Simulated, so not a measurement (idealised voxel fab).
Documented hereafter: the process module known as voxel self aligned contacts.
The cross-section shown here is cut; it is 300 nm wide and divided into square cells measuring 5 nm on a side.
Each cross-section below is a grid of square cells, stated as bands in top-down order, with one or more rows of cells making up each band.
The entry gives the band's vertical extent as a top height and a bottom height in nm, then its horizontal make-up as materials from left to right, each with a width in nm. "blank" stands for empty space; a single material marked "all across" fills the band edge to edge.
Heights are expressed relative to 0, this being the level below which the as-received wafer comprises one material exclusively. The lowest band is unbounded in the downward direction and is denoted as in "0..down".
The notation "30..40" denotes a width that varies across the rows of cells in the band, beginning at the first number in the top row, finishing at the second number in the bottom row, and changing by an identical amount from each row to the next.
You'll sometimes find "nothing changed" written for a step, and that's the way of saying that nowhere in the cross-section did a cell change during that step.
"Enclosed internal voids" enumerates empty spaces isolated from the top, with no open way to it, that contain at least 8 cells, giving each as width x height at distance from the left edge, all three in nm.
Text after the settings on a step's line: the simulator's own remark on that step.
overlay nm: right-of-plan distance of the mask on a masked step; negative values mean left-of-plan.
Read each pair as before and after one process step. The after cross-section shows only down to the lowest band that changed. The step between them and its settings are given below the pair. Pairs can come from different runs of this module on the same starting wafer. A pair continues from the pair above only where its "Pre-step geometry" entry says so.
Pre-step geometry
  0..down  Si all across
  Enclosed internal voids: none
After the Step
  0..-5  SiO2 all across
  At heights below -5, the structure remains unaltered.
  Enclosed internal voids: none
the step between: op OXIDIZE | depth nm 5
Pre-step geometry: starting point is the after cross-section of the pair just above.
After the Step
  30..0  polySi all across
  At heights below 0, the structure remains unaltered.
  Enclosed internal voids: none
the step between: op DIRECTIONAL_DEP | material polySi | thk nm 30
Pre-step geometry: starting point is the after cross-section of the pair just above.
After the Step
  50..30  SiN all across
  At heights below 30, the structure remains unaltered.
  Enclosed internal voids: none
the step between: op DIRECTIONAL_DEP | material SiN | thk nm 20
Pre-step geometry: starting point is the after cross-section of the pair just above.
After the Step
  70..50  blank 75 nm  resist 25 nm  blank 35 nm  resist 25 nm  blank 35 nm  resist 25 nm  blank 80 nm
  At heights below 50, the structure remains unaltered.
  Enclosed internal voids: none
the step between: op PATTERN | tone cover | mask id GATE | material resist | width nm 25 | pitch nm 60 | thk nm 20 | overlay nm 0
Pre-step geometry: starting point is the after cross-section of the pair just above.
After the Step
  70..50  blank 75 nm  resist 25 nm  blank 35 nm  resist 25 nm  blank 35 nm  resist 25 nm  blank 80 nm
  50..30  blank 75 nm  SiN 25 nm  blank 35 nm  SiN 25 nm  blank 35 nm  SiN 25 nm  blank 80 nm
  At heights below 30, the structure remains unaltered.
  Enclosed internal voids: none
the step between: op DIRECTIONAL_ETCH | etch materials SiN | depth nm 20
Pre-step geometry: starting point is the after cross-section of the pair just above.
After the Step
  70..50  blank 75 nm  resist 25 nm  blank 35 nm  resist 25 nm  blank 35 nm  resist 25 nm  blank 80 nm
  50..30  blank 75 nm  SiN 25 nm  blank 35 nm  SiN 25 nm  blank 35 nm  SiN 25 nm  blank 80 nm
  30..0  blank 75 nm  polySi 25 nm  blank 35 nm  polySi 25 nm  blank 35 nm  polySi 25 nm  blank 80 nm
  At heights below 0, the structure remains unaltered.
  Enclosed internal voids: none
the step between: op DIRECTIONAL_ETCH | etch materials polySi | depth nm 30
Pre-step geometry: starting point is the after cross-section of the pair just above.
After the Step
  50..30  blank 75 nm  SiN 25 nm  blank 35 nm  SiN 25 nm  blank 35 nm  SiN 25 nm  blank 80 nm
  At heights below 30, the structure remains unaltered.
  Enclosed internal voids: none
the step between: op STRIP | etch materials resist
Pre-step geometry: starting point is the after cross-section of the pair just above.
After the Step
  60..30  blank 65 nm  SiN 45 nm  blank 15 nm  SiN 45 nm  blank 15 nm  SiN 45 nm  blank 70 nm
  30..10  blank 65 nm  SiN 10 nm  polySi 25 nm  SiN 10 nm  blank 15 nm  SiN 10 nm  polySi 25 nm  SiN 10 nm  blank 15 nm  SiN 10 nm  polySi 25 nm  SiN 10 nm  blank 70 nm
  10..0  SiN 75 nm  polySi 25 nm  SiN 35 nm  polySi 25 nm  SiN 35 nm  polySi 25 nm  SiN 80 nm
  At heights below 0, the structure remains unaltered.
  Enclosed internal voids: none
the step between: op CONFORMAL_DEP | material SiN | thk nm 10
Pre-step geometry: starting point is the after cross-section of the pair just above.
After the Step
  50..30  blank 65 nm  SiN 45 nm  blank 15 nm  SiN 45 nm  blank 15 nm  SiN 45 nm  blank 70 nm
  30..0  blank 65 nm  SiN 10 nm  polySi 25 nm  SiN 10 nm  blank 15 nm  SiN 10 nm  polySi 25 nm  SiN 10 nm  blank 15 nm  SiN 10 nm  polySi 25 nm  SiN 10 nm  blank 70 nm
  At heights below 0, the structure remains unaltered.
  Enclosed internal voids: none
the step between: op DIRECTIONAL_ETCH | etch materials SiN | depth nm 10
Pre-step geometry: starting point is the after cross-section of the pair just above.
After the Step
  65..50  SiO2 all across
  50..30  SiO2 65 nm  SiN 45 nm  SiO2 15 nm  SiN 45 nm  SiO2 15 nm  SiN 45 nm  SiO2 70 nm
  30..0  SiO2 65 nm  SiN 10 nm  polySi 25 nm  SiN 10 nm  SiO2 15 nm  SiN 10 nm  polySi 25 nm  SiN 10 nm  SiO2 15 nm  SiN 10 nm  polySi 25 nm  SiN 10 nm  SiO2 70 nm
  At heights below 0, the structure remains unaltered.
  Enclosed internal voids: none
the step between: op FILL_DEP | material SiO2 | thk nm 15
Pre-step geometry: starting point is the after cross-section of the pair just above.
After the Step
  55..50  SiO2 all across
  At heights below 50, the structure remains unaltered.
  Enclosed internal voids: none
the step between: op CMP | height nm 55
Pre-step geometry: starting point is the after cross-section of the pair just above.
After the Step
  70..55  aC all across
  At heights below 55, the structure remains unaltered.
  Enclosed internal voids: none
the step between: op DIRECTIONAL_DEP | material aC | thk nm 15
Pre-step geometry: starting point is the after cross-section of the pair just above.
After the Step
  100..70  resist 95 nm  blank 45 nm  resist 15 nm  blank 45 nm  resist 100 nm
  At heights below 70, the structure remains unaltered.
  Enclosed internal voids: none
the step between: op PATTERN | tone open | mask id CONTACT | material resist | width nm 45 | pitch nm 60 | thk nm 30 | overlay nm 0
Pre-step geometry: starting point is the after cross-section of the pair just above.
After the Step
  85..70  resist 95 nm  blank 45 nm  resist 15 nm  blank 45 nm  resist 100 nm
  70..55  aC 95 nm  blank 45 nm  aC 15 nm  blank 45 nm  aC 100 nm
  At heights below 55, the structure remains unaltered.
  Enclosed internal voids: none
the step between: op DIRECTIONAL_ETCH | etch materials aC | depth nm 15
Pre-step geometry: starting point is the after cross-section of the pair just above.
After the Step
  70..55  aC 95 nm  blank 45 nm  aC 15 nm  blank 45 nm  aC 100 nm
  At heights below 55, the structure remains unaltered.
  Enclosed internal voids: none
the step between: op STRIP | etch materials resist
Pre-step geometry: starting point is the after cross-section of the pair just above.
After the Step
  70..55  aC 95 nm  blank 45 nm  aC 15 nm  blank 45 nm  aC 100 nm
  55..50  SiO2 95 nm  blank 45 nm  SiO2 15 nm  blank 45 nm  SiO2 100 nm
  50..30  SiO2 65 nm  SiN 45 nm  blank 15 nm  SiN 45 nm  blank 15 nm  SiN 45 nm  SiO2 70 nm
  30..0  SiO2 65 nm  SiN 10 nm  polySi 25 nm  SiN 10 nm  blank 15 nm  SiN 10 nm  polySi 25 nm  SiN 10 nm  blank 15 nm  SiN 10 nm  polySi 25 nm  SiN 10 nm  SiO2 70 nm
  0..-5  SiO2 110 nm  blank 15 nm  SiO2 45 nm  blank 15 nm  SiO2 115 nm
  At heights below -5, the structure remains unaltered.
  Enclosed internal voids: none
the step between: op DIRECTIONAL_ETCH | etch materials SiO2 | depth nm 60
Pre-step geometry: starting point is the after cross-section of the pair just above.
After the Step
  55..50  SiO2 95 nm  blank 45 nm  SiO2 15 nm  blank 45 nm  SiO2 100 nm
  At heights below 50, the structure remains unaltered.
  Enclosed internal voids: none
the step between: op STRIP | etch materials aC
Pre-step geometry: starting point is the after cross-section of the pair just above.
After the Step
  60..55  TiN 100 nm  blank 35 nm  TiN 25 nm  blank 35 nm  TiN 105 nm
  55..50  SiO2 95 nm  TiN 20 nm  blank 5 nm  TiN 20 nm  SiO2 15 nm  TiN 20 nm  blank 5 nm  TiN 20 nm  SiO2 100 nm
  50..30  SiO2 65 nm  SiN 45 nm  TiN 5 nm  blank 5 nm  TiN 5 nm  SiN 45 nm  TiN 5 nm  blank 5 nm  TiN 5 nm  SiN 45 nm  SiO2 70 nm
  30..0  SiO2 65 nm  SiN 10 nm  polySi 25 nm  SiN 10 nm  TiN 5 nm  blank 5 nm  TiN 5 nm  SiN 10 nm  polySi 25 nm  SiN 10 nm  TiN 5 nm  blank 5 nm  TiN 5 nm  SiN 10 nm  polySi 25 nm  SiN 10 nm  SiO2 70 nm
  0..-5  SiO2 110 nm  TiN 15 nm  SiO2 45 nm  TiN 15 nm  SiO2 115 nm
  At heights below -5, the structure remains unaltered.
  Enclosed internal voids: none
the step between: op CONFORMAL_DEP | material TiN | thk nm 5
Pre-step geometry: starting point is the after cross-section of the pair just above.
After the Step
  65..60  W all across
  60..55  TiN 100 nm  W 35 nm  TiN 25 nm  W 35 nm  TiN 105 nm
  55..50  SiO2 95 nm  TiN 20 nm  W 5 nm  TiN 20 nm  SiO2 15 nm  TiN 20 nm  W 5 nm  TiN 20 nm  SiO2 100 nm
  50..30  SiO2 65 nm  SiN 45 nm  TiN 5 nm  W 5 nm  TiN 5 nm  SiN 45 nm  TiN 5 nm  W 5 nm  TiN 5 nm  SiN 45 nm  SiO2 70 nm
  30..0  SiO2 65 nm  SiN 10 nm  polySi 25 nm  SiN 10 nm  TiN 5 nm  W 5 nm  TiN 5 nm  SiN 10 nm  polySi 25 nm  SiN 10 nm  TiN 5 nm  W 5 nm  TiN 5 nm  SiN 10 nm  polySi 25 nm  SiN 10 nm  SiO2 70 nm
  At heights below 0, the structure remains unaltered.
  Enclosed internal voids: none
the step between: op FILL_DEP | material W | thk nm 5
Pre-step geometry: starting point is the after cross-section of the pair just above.
After the Step
  55..50  SiO2 95 nm  TiN 20 nm  W 5 nm  TiN 20 nm  SiO2 15 nm  TiN 20 nm  W 5 nm  TiN 20 nm  SiO2 100 nm
  At heights below 50, the structure remains unaltered.
  Enclosed internal voids: none
the step between: op CMP | height nm 55
Pre-step geometry: starting point is the after cross-section of the pair just above.
After the Step
  60..55  SiCN all across
  At heights below 55, the structure remains unaltered.
  Enclosed internal voids: none
the step between: op CONFORMAL_DEP | material SiCN | thk nm 5
Pre-step geometry
  50..30  blank 75 nm  SiN 25 nm  blank 35 nm  SiN 25 nm  blank 35 nm  SiN 25 nm  blank 80 nm
  30..0  blank 75 nm  polySi 25 nm  blank 35 nm  polySi 25 nm  blank 35 nm  polySi 25 nm  blank 80 nm
  0..-5  SiO2 all across
  -5..down  Si all across
  Enclosed internal voids: none
After the Step
  40..30  blank 75 nm  SiN 25 nm  blank 35 nm  SiN 25 nm  blank 35 nm  SiN 25 nm  blank 80 nm
  At heights below 30, the structure remains unaltered.
  Enclosed internal voids: none
the step between: op DIRECTIONAL_ETCH | etch materials SiN | depth nm 10
Pre-step geometry: starting point is the after cross-section of the pair just above.
After the Step
  55..40  SiO2 all across
  40..30  SiO2 75 nm  SiN 25 nm  SiO2 35 nm  SiN 25 nm  SiO2 35 nm  SiN 25 nm  SiO2 80 nm
  30..0  SiO2 75 nm  polySi 25 nm  SiO2 35 nm  polySi 25 nm  SiO2 35 nm  polySi 25 nm  SiO2 80 nm
  At heights below 0, the structure remains unaltered.
  Enclosed internal voids: none
the step between: op FILL_DEP | material SiO2 | thk nm 15
Pre-step geometry: starting point is the after cross-section of the pair just above.
After the Step
  70..55  aC all across
  At heights below 55, the structure remains unaltered.
  Enclosed internal voids: none
the step between: op DIRECTIONAL_DEP | material aC | thk nm 15
Pre-step geometry: starting point is the after cross-section of the pair just above.
After the Step
  100..70  resist 95 nm  blank 45 nm  resist 15 nm  blank 45 nm  resist 100 nm
  At heights below 70, the structure remains unaltered.
  Enclosed internal voids: none
the step between: op PATTERN | tone open | mask id CONTACT | material resist | width nm 45 | pitch nm 60 | thk nm 30 | overlay nm 0
Pre-step geometry: starting point is the after cross-section of the pair just above.
After the Step
  85..70  resist 95 nm  blank 45 nm  resist 15 nm  blank 45 nm  resist 100 nm
  70..55  aC 95 nm  blank 45 nm  aC 15 nm  blank 45 nm  aC 100 nm
  At heights below 55, the structure remains unaltered.
  Enclosed internal voids: none
the step between: op DIRECTIONAL_ETCH | etch materials aC | depth nm 15
Pre-step geometry: starting point is the after cross-section of the pair just above.
After the Step
  70..55  aC 95 nm  blank 45 nm  aC 15 nm  blank 45 nm  aC 100 nm
  At heights below 55, the structure remains unaltered.
  Enclosed internal voids: none
the step between: op STRIP | etch materials resist
Pre-step geometry: starting point is the after cross-section of the pair just above.
After the Step
  70..55  aC 95 nm  blank 45 nm  aC 15 nm  blank 45 nm  aC 100 nm
  55..40  SiO2 95 nm  blank 45 nm  SiO2 15 nm  blank 45 nm  SiO2 100 nm
  40..30  SiO2 75 nm  SiN 25 nm  blank 35 nm  SiN 25 nm  blank 35 nm  SiN 25 nm  SiO2 80 nm
  30..0  SiO2 75 nm  polySi 25 nm  blank 35 nm  polySi 25 nm  blank 35 nm  polySi 25 nm  SiO2 80 nm
  0..-5  SiO2 100 nm  blank 35 nm  SiO2 25 nm  blank 35 nm  SiO2 105 nm
  At heights below -5, the structure remains unaltered.
  Enclosed internal voids: none
the step between: op DIRECTIONAL_ETCH | etch materials SiO2 | depth nm 60
Pre-step geometry: starting point is the after cross-section of the pair just above.
After the Step
  55..40  SiO2 95 nm  blank 45 nm  SiO2 15 nm  blank 45 nm  SiO2 100 nm
  At heights below 40, the structure remains unaltered.
  Enclosed internal voids: none
the step between: op STRIP | etch materials aC
Pre-step geometry: starting point is the after cross-section of the pair just above.
After the Step
  60..55  TiN 100 nm  blank 35 nm  TiN 25 nm  blank 35 nm  TiN 105 nm
  55..45  SiO2 95 nm  TiN 5 nm  blank 35 nm  TiN 5 nm  SiO2 15 nm  TiN 5 nm  blank 35 nm  TiN 5 nm  SiO2 100 nm
  45..40  SiO2 95 nm  TiN 10 nm  blank 25 nm  TiN 10 nm  SiO2 15 nm  TiN 10 nm  blank 25 nm  TiN 10 nm  SiO2 100 nm
  40..30  SiO2 75 nm  SiN 25 nm  TiN 5 nm  blank 25 nm  TiN 5 nm  SiN 25 nm  TiN 5 nm  blank 25 nm  TiN 5 nm  SiN 25 nm  SiO2 80 nm
  30..0  SiO2 75 nm  polySi 25 nm  TiN 5 nm  blank 25 nm  TiN 5 nm  polySi 25 nm  TiN 5 nm  blank 25 nm  TiN 5 nm  polySi 25 nm  SiO2 80 nm
  0..-5  SiO2 100 nm  TiN 35 nm  SiO2 25 nm  TiN 35 nm  SiO2 105 nm
  At heights below -5, the structure remains unaltered.
  Enclosed internal voids: none
the step between: op CONFORMAL_DEP | material TiN | thk nm 5
Pre-step geometry: starting point is the after cross-section of the pair just above.
After the Step
  65..60  W all across
  60..55  TiN 100 nm  W 35 nm  TiN 25 nm  W 35 nm  TiN 105 nm
  55..45  SiO2 95 nm  TiN 5 nm  W 35 nm  TiN 5 nm  SiO2 15 nm  TiN 5 nm  W 35 nm  TiN 5 nm  SiO2 100 nm
  45..40  SiO2 95 nm  TiN 10 nm  W 25 nm  TiN 10 nm  SiO2 15 nm  TiN 10 nm  W 25 nm  TiN 10 nm  SiO2 100 nm
  40..30  SiO2 75 nm  SiN 25 nm  TiN 5 nm  W 25 nm  TiN 5 nm  SiN 25 nm  TiN 5 nm  W 25 nm  TiN 5 nm  SiN 25 nm  SiO2 80 nm
  30..0  SiO2 75 nm  polySi 25 nm  TiN 5 nm  W 25 nm  TiN 5 nm  polySi 25 nm  TiN 5 nm  W 25 nm  TiN 5 nm  polySi 25 nm  SiO2 80 nm
  At heights below 0, the structure remains unaltered.
  Enclosed internal voids: none
the step between: op FILL_DEP | material W | thk nm 5
Pre-step geometry: starting point is the after cross-section of the pair just above.
After the Step
  55..45  SiO2 95 nm  TiN 5 nm  W 35 nm  TiN 5 nm  SiO2 15 nm  TiN 5 nm  W 35 nm  TiN 5 nm  SiO2 100 nm
  At heights below 45, the structure remains unaltered.
  Enclosed internal voids: none
the step between: op CMP | height nm 55
Pre-step geometry: starting point is the after cross-section of the pair just above.
After the Step
  60..55  SiCN all across
  At heights below 55, the structure remains unaltered.
  Enclosed internal voids: none
the step between: op CONFORMAL_DEP | material SiCN | thk nm 5
Pre-step geometry
  30..0  polySi all across
  0..-5  SiO2 all across
  -5..down  Si all across
  Enclosed internal voids: none
After the Step
  60..0  polySi all across
  At heights below 0, the structure remains unaltered.
  Enclosed internal voids: none
the step between: op DIRECTIONAL_DEP | material polySi | thk nm 30
Pre-step geometry: starting point is the after cross-section of the pair just above.
After the Step
  80..60  SiN all across
  At heights below 60, the structure remains unaltered.
  Enclosed internal voids: none
the step between: op DIRECTIONAL_DEP | material SiN | thk nm 20
Pre-step geometry: starting point is the after cross-section of the pair just above.
After the Step
  100..80  blank 75 nm  resist 25 nm  blank 35 nm  resist 25 nm  blank 35 nm  resist 25 nm  blank 80 nm
  At heights below 80, the structure remains unaltered.
  Enclosed internal voids: none
the step between: op PATTERN | tone cover | mask id GATE | material resist | width nm 25 | pitch nm 60 | thk nm 20 | overlay nm 0
Pre-step geometry: starting point is the after cross-section of the pair just above.
After the Step
  100..80  blank 75 nm  resist 25 nm  blank 35 nm  resist 25 nm  blank 35 nm  resist 25 nm  blank 80 nm
  80..60  blank 75 nm  SiN 25 nm  blank 35 nm  SiN 25 nm  blank 35 nm  SiN 25 nm  blank 80 nm
  At heights below 60, the structure remains unaltered.
  Enclosed internal voids: none
the step between: op DIRECTIONAL_ETCH | etch materials SiN | depth nm 20
Pre-step geometry: starting point is the after cross-section of the pair just above.
After the Step
  100..80  blank 75 nm  resist 25 nm  blank 35 nm  resist 25 nm  blank 35 nm  resist 25 nm  blank 80 nm
  80..60  blank 75 nm  SiN 25 nm  blank 35 nm  SiN 25 nm  blank 35 nm  SiN 25 nm  blank 80 nm
  60..30  blank 75 nm  polySi 25 nm  blank 35 nm  polySi 25 nm  blank 35 nm  polySi 25 nm  blank 80 nm
  At heights below 30, the structure remains unaltered.
  Enclosed internal voids: none
the step between: op DIRECTIONAL_ETCH | etch materials polySi | depth nm 30
Pre-step geometry: starting point is the after cross-section of the pair just above.
After the Step
  80..60  blank 75 nm  SiN 25 nm  blank 35 nm  SiN 25 nm  blank 35 nm  SiN 25 nm  blank 80 nm
  At heights below 60, the structure remains unaltered.
  Enclosed internal voids: none
the step between: op STRIP | etch materials resist
Pre-step geometry: starting point is the after cross-section of the pair just above.
After the Step
  90..60  blank 65 nm  SiN 45 nm  blank 15 nm  SiN 45 nm  blank 15 nm  SiN 45 nm  blank 70 nm
  60..40  blank 65 nm  SiN 10 nm  polySi 25 nm  SiN 10 nm  blank 15 nm  SiN 10 nm  polySi 25 nm  SiN 10 nm  blank 15 nm  SiN 10 nm  polySi 25 nm  SiN 10 nm  blank 70 nm
  40..30  SiN 75 nm  polySi 25 nm  SiN 35 nm  polySi 25 nm  SiN 35 nm  polySi 25 nm  SiN 80 nm
  At heights below 30, the structure remains unaltered.
  Enclosed internal voids: none
the step between: op CONFORMAL_DEP | material SiN | thk nm 10
Pre-step geometry: starting point is the after cross-section of the pair just above.
After the Step
  80..60  blank 65 nm  SiN 45 nm  blank 15 nm  SiN 45 nm  blank 15 nm  SiN 45 nm  blank 70 nm
  60..30  blank 65 nm  SiN 10 nm  polySi 25 nm  SiN 10 nm  blank 15 nm  SiN 10 nm  polySi 25 nm  SiN 10 nm  blank 15 nm  SiN 10 nm  polySi 25 nm  SiN 10 nm  blank 70 nm
  At heights below 30, the structure remains unaltered.
  Enclosed internal voids: none
the step between: op DIRECTIONAL_ETCH | etch materials SiN | depth nm 10
Pre-step geometry: starting point is the after cross-section of the pair just above.
After the Step
  95..80  SiO2 all across
  80..60  SiO2 65 nm  SiN 45 nm  SiO2 15 nm  SiN 45 nm  SiO2 15 nm  SiN 45 nm  SiO2 70 nm
  60..30  SiO2 65 nm  SiN 10 nm  polySi 25 nm  SiN 10 nm  SiO2 15 nm  SiN 10 nm  polySi 25 nm  SiN 10 nm  SiO2 15 nm  SiN 10 nm  polySi 25 nm  SiN 10 nm  SiO2 70 nm
  At heights below 30, the structure remains unaltered.
  Enclosed internal voids: none
the step between: op FILL_DEP | material SiO2 | thk nm 15
Pre-step geometry: starting point is the after cross-section of the pair just above.
After the Step
  55..30  SiO2 65 nm  SiN 10 nm  polySi 25 nm  SiN 10 nm  SiO2 15 nm  SiN 10 nm  polySi 25 nm  SiN 10 nm  SiO2 15 nm  SiN 10 nm  polySi 25 nm  SiN 10 nm  SiO2 70 nm
  At heights below 30, the structure remains unaltered.
  Enclosed internal voids: none
the step between: op CMP | height nm 55
Pre-step geometry: starting point is the after cross-section of the pair just above.
After the Step
  70..55  aC all across
  At heights below 55, the structure remains unaltered.
  Enclosed internal voids: none
the step between: op DIRECTIONAL_DEP | material aC | thk nm 15
Pre-step geometry: starting point is the after cross-section of the pair just above.
After the Step
  100..70  resist 95 nm  blank 45 nm  resist 15 nm  blank 45 nm  resist 100 nm
  At heights below 70, the structure remains unaltered.
  Enclosed internal voids: none
the step between: op PATTERN | tone open | mask id CONTACT | material resist | width nm 45 | pitch nm 60 | thk nm 30 | overlay nm 0
Pre-step geometry: starting point is the after cross-section of the pair just above.
After the Step
  85..70  resist 95 nm  blank 45 nm  resist 15 nm  blank 45 nm  resist 100 nm
  70..55  aC 95 nm  blank 45 nm  aC 15 nm  blank 45 nm  aC 100 nm
  At heights below 55, the structure remains unaltered.
  Enclosed internal voids: none
the step between: op DIRECTIONAL_ETCH | etch materials aC | depth nm 15
Pre-step geometry: starting point is the after cross-section of the pair just above.
After the Step
  70..55  aC 95 nm  blank 45 nm  aC 15 nm  blank 45 nm  aC 100 nm
  At heights below 55, the structure remains unaltered.
  Enclosed internal voids: none
the step between: op STRIP | etch materials resist
Pre-step geometry: starting point is the after cross-section of the pair just above.
After the Step
  70..55  aC 95 nm  blank 45 nm  aC 15 nm  blank 45 nm  aC 100 nm
  55..30  SiO2 65 nm  SiN 10 nm  polySi 25 nm  SiN 10 nm  blank 15 nm  SiN 10 nm  polySi 25 nm  SiN 10 nm  blank 15 nm  SiN 10 nm  polySi 25 nm  SiN 10 nm  SiO2 70 nm
  At heights below 30, the structure remains unaltered.
  Enclosed internal voids: none
the step between: op DIRECTIONAL_ETCH | etch materials SiO2 | depth nm 60
Pre-step geometry: starting point is the after cross-section of the pair just above.
After the Step
  55..30  SiO2 65 nm  SiN 10 nm  polySi 25 nm  SiN 10 nm  blank 15 nm  SiN 10 nm  polySi 25 nm  SiN 10 nm  blank 15 nm  SiN 10 nm  polySi 25 nm  SiN 10 nm  SiO2 70 nm
  At heights below 30, the structure remains unaltered.
  Enclosed internal voids: none
the step between: op STRIP | etch materials aC
Pre-step geometry: starting point is the after cross-section of the pair just above.
After the Step
  60..55  TiN 115 nm  blank 5 nm  TiN 55 nm  blank 5 nm  TiN 120 nm
  55..35  SiO2 65 nm  SiN 10 nm  polySi 25 nm  SiN 10 nm  TiN 5 nm  blank 5 nm  TiN 5 nm  SiN 10 nm  polySi 25 nm  SiN 10 nm  TiN 5 nm  blank 5 nm  TiN 5 nm  SiN 10 nm  polySi 25 nm  SiN 10 nm  SiO2 70 nm
  35..30  SiO2 65 nm  SiN 10 nm  polySi 25 nm  SiN 10 nm  TiN 15 nm  SiN 10 nm  polySi 25 nm  SiN 10 nm  TiN 15 nm  SiN 10 nm  polySi 25 nm  SiN 10 nm  SiO2 70 nm
  At heights below 30, the structure remains unaltered.
  Enclosed internal voids: none
the step between: op CONFORMAL_DEP | material TiN | thk nm 5
Pre-step geometry: starting point is the after cross-section of the pair just above.
After the Step
  65..60  W all across
  60..55  TiN 115 nm  W 5 nm  TiN 55 nm  W 5 nm  TiN 120 nm
  55..35  SiO2 65 nm  SiN 10 nm  polySi 25 nm  SiN 10 nm  TiN 5 nm  W 5 nm  TiN 5 nm  SiN 10 nm  polySi 25 nm  SiN 10 nm  TiN 5 nm  W 5 nm  TiN 5 nm  SiN 10 nm  polySi 25 nm  SiN 10 nm  SiO2 70 nm
  At heights below 35, the structure remains unaltered.
  Enclosed internal voids: none
the step between: op FILL_DEP | material W | thk nm 5
Pre-step geometry: starting point is the after cross-section of the pair just above.
After the Step
  55..35  SiO2 65 nm  SiN 10 nm  polySi 25 nm  SiN 10 nm  TiN 5 nm  W 5 nm  TiN 5 nm  SiN 10 nm  polySi 25 nm  SiN 10 nm  TiN 5 nm  W 5 nm  TiN 5 nm  SiN 10 nm  polySi 25 nm  SiN 10 nm  SiO2 70 nm
  At heights below 35, the structure remains unaltered.
  Enclosed internal voids: none
the step between: op CMP | height nm 55
Pre-step geometry: starting point is the after cross-section of the pair just above.
After the Step
  60..55  SiCN all across
  At heights below 55, the structure remains unaltered.
  Enclosed internal voids: none
the step between: op CONFORMAL_DEP | material SiCN | thk nm 5
Pre-step geometry
  40..30  blank 75 nm  SiN 25 nm  blank 35 nm  SiN 25 nm  blank 35 nm  SiN 25 nm  blank 80 nm
  30..0  blank 75 nm  polySi 25 nm  blank 35 nm  polySi 25 nm  blank 35 nm  polySi 25 nm  blank 80 nm
  0..-5  SiO2 all across
  -5..down  Si all across
  Enclosed internal voids: none
After the Step
  50..30  blank 65 nm  SiN 45 nm  blank 15 nm  SiN 45 nm  blank 15 nm  SiN 45 nm  blank 70 nm
  30..10  blank 65 nm  SiN 10 nm  polySi 25 nm  SiN 10 nm  blank 15 nm  SiN 10 nm  polySi 25 nm  SiN 10 nm  blank 15 nm  SiN 10 nm  polySi 25 nm  SiN 10 nm  blank 70 nm
  10..0  SiN 75 nm  polySi 25 nm  SiN 35 nm  polySi 25 nm  SiN 35 nm  polySi 25 nm  SiN 80 nm
  At heights below 0, the structure remains unaltered.
  Enclosed internal voids: none
the step between: op CONFORMAL_DEP | material SiN | thk nm 10
Pre-step geometry: starting point is the after cross-section of the pair just above.
After the Step
  65..50  SiO2 all across
  50..30  SiO2 65 nm  SiN 45 nm  SiO2 15 nm  SiN 45 nm  SiO2 15 nm  SiN 45 nm  SiO2 70 nm
  30..10  SiO2 65 nm  SiN 10 nm  polySi 25 nm  SiN 10 nm  SiO2 15 nm  SiN 10 nm  polySi 25 nm  SiN 10 nm  SiO2 15 nm  SiN 10 nm  polySi 25 nm  SiN 10 nm  SiO2 70 nm
  At heights below 10, the structure remains unaltered.
  Enclosed internal voids: none
the step between: op FILL_DEP | material SiO2 | thk nm 15
Pre-step geometry: starting point is the after cross-section of the pair just above.
After the Step
  55..50  SiO2 all across
  At heights below 50, the structure remains unaltered.
  Enclosed internal voids: none
the step between: op CMP | height nm 55
Pre-step geometry: starting point is the after cross-section of the pair just above.
After the Step
  70..55  aC all across
  At heights below 55, the structure remains unaltered.
  Enclosed internal voids: none
the step between: op DIRECTIONAL_DEP | material aC | thk nm 15
Pre-step geometry: starting point is the after cross-section of the pair just above.
After the Step
  100..70  resist 95 nm  blank 45 nm  resist 15 nm  blank 45 nm  resist 100 nm
  At heights below 70, the structure remains unaltered.
  Enclosed internal voids: none
the step between: op PATTERN | tone open | mask id CONTACT | material resist | width nm 45 | pitch nm 60 | thk nm 30 | overlay nm 0
Pre-step geometry: starting point is the after cross-section of the pair just above.
After the Step
  85..70  resist 95 nm  blank 45 nm  resist 15 nm  blank 45 nm  resist 100 nm
  70..55  aC 95 nm  blank 45 nm  aC 15 nm  blank 45 nm  aC 100 nm
  At heights below 55, the structure remains unaltered.
  Enclosed internal voids: none
the step between: op DIRECTIONAL_ETCH | etch materials aC | depth nm 15
Pre-step geometry: starting point is the after cross-section of the pair just above.
After the Step
  70..55  aC 95 nm  blank 45 nm  aC 15 nm  blank 45 nm  aC 100 nm
  At heights below 55, the structure remains unaltered.
  Enclosed internal voids: none
the step between: op STRIP | etch materials resist
Pre-step geometry: starting point is the after cross-section of the pair just above.
After the Step
  70..55  aC 95 nm  blank 45 nm  aC 15 nm  blank 45 nm  aC 100 nm
  55..50  SiO2 95 nm  blank 45 nm  SiO2 15 nm  blank 45 nm  SiO2 100 nm
  50..30  SiO2 65 nm  SiN 45 nm  blank 15 nm  SiN 45 nm  blank 15 nm  SiN 45 nm  SiO2 70 nm
  30..10  SiO2 65 nm  SiN 10 nm  polySi 25 nm  SiN 10 nm  blank 15 nm  SiN 10 nm  polySi 25 nm  SiN 10 nm  blank 15 nm  SiN 10 nm  polySi 25 nm  SiN 10 nm  SiO2 70 nm
  At heights below 10, the structure remains unaltered.
  Enclosed internal voids: none
the step between: op DIRECTIONAL_ETCH | etch materials SiO2 | depth nm 60
Pre-step geometry: starting point is the after cross-section of the pair just above.
After the Step
  55..50  SiO2 95 nm  blank 45 nm  SiO2 15 nm  blank 45 nm  SiO2 100 nm
  At heights below 50, the structure remains unaltered.
  Enclosed internal voids: none
the step between: op STRIP | etch materials aC
Pre-step geometry: starting point is the after cross-section of the pair just above.
After the Step
  60..55  TiN 100 nm  blank 35 nm  TiN 25 nm  blank 35 nm  TiN 105 nm
  55..50  SiO2 95 nm  TiN 20 nm  blank 5 nm  TiN 20 nm  SiO2 15 nm  TiN 20 nm  blank 5 nm  TiN 20 nm  SiO2 100 nm
  50..30  SiO2 65 nm  SiN 45 nm  TiN 5 nm  blank 5 nm  TiN 5 nm  SiN 45 nm  TiN 5 nm  blank 5 nm  TiN 5 nm  SiN 45 nm  SiO2 70 nm
  30..15  SiO2 65 nm  SiN 10 nm  polySi 25 nm  SiN 10 nm  TiN 5 nm  blank 5 nm  TiN 5 nm  SiN 10 nm  polySi 25 nm  SiN 10 nm  TiN 5 nm  blank 5 nm  TiN 5 nm  SiN 10 nm  polySi 25 nm  SiN 10 nm  SiO2 70 nm
  15..10  SiO2 65 nm  SiN 10 nm  polySi 25 nm  SiN 10 nm  TiN 15 nm  SiN 10 nm  polySi 25 nm  SiN 10 nm  TiN 15 nm  SiN 10 nm  polySi 25 nm  SiN 10 nm  SiO2 70 nm
  At heights below 10, the structure remains unaltered.
  Enclosed internal voids: none
the step between: op CONFORMAL_DEP | material TiN | thk nm 5
